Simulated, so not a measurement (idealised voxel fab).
The document below concerns the process module designated voxel released beams.
This is section cut - it's 285 nm across, gridded in 5 nm square cells.
The cross-sections in this document take the form of a grid made of square cells. They are written out as bands, in order from top to bottom. Each band consists of one or more rows of cells. Band: top height; bottom height; in nm. Then, left to right: material with width in nm, for each material. "full width": a single material spanning edge to edge. "air": empty space. All heights in this document are referenced to 0, defined as the level beneath which the wafer, as received, consists entirely of one material. The lowest band is not bounded below; it extends indefinitely downward and is written in the form "0 nm and below". Per-row width for "30->40": begins at first number (top row of band), ends at second number (bottom row), increment between rows held constant. You'll sometimes find "nothing different" written for a step, and that's the way of saying that nowhere in the cross-section did a cell change during that step. Listed in "Sealed void listing": every empty space of 8 or more cells without an open way to the top. Form: width x height at distance, the distance being from the left edge, all in nm. Past the settings on a step's line: simulator remark, on that step. overlay nm: for a step with a mask, the amount by which the mask lay right of where it was planned; a negative amount means left of it.
The planned process steps are enumerated hereunder:
1 RECEIVE with material Si
2 CONFORMAL_DEP with material Al2O3, thk nm 5
3 DIRECTIONAL_DEP with material SiO2, thk nm 20
4 PATTERN with tone open, mask id ANCHOR, material resist, width nm 35, thk nm 20, overlay nm 0
5 DIRECTIONAL_ETCH with etch materials SiO2, depth nm 20
6 STRIP with etch materials resist
7 CONFORMAL_DEP with material SiN, thk nm 15
8 MASKED_ETCH with tone cover, mask id BEAM, width nm 85, etch materials SiN, depth nm 15, overlay nm 0
9 STRIP with etch materials SiO2
As-received state of the wafer in cross-section, equivalent to post-step 1:
- 0 nm and below = Si full width
- Sealed void listing: none
Same starting wafer, same plan as above, one mistake in the execution; this is the cross-section at the end of the module:
- 15 nm to 0 nm = air 95 nm | SiN 85 nm | air 105 nm
- 0 nm and below = Si full width
- Sealed void listing: none
Nonconformance to the process plan: step 6: run off-plan, actual operation and settings STRIP with etch materials Al2O3
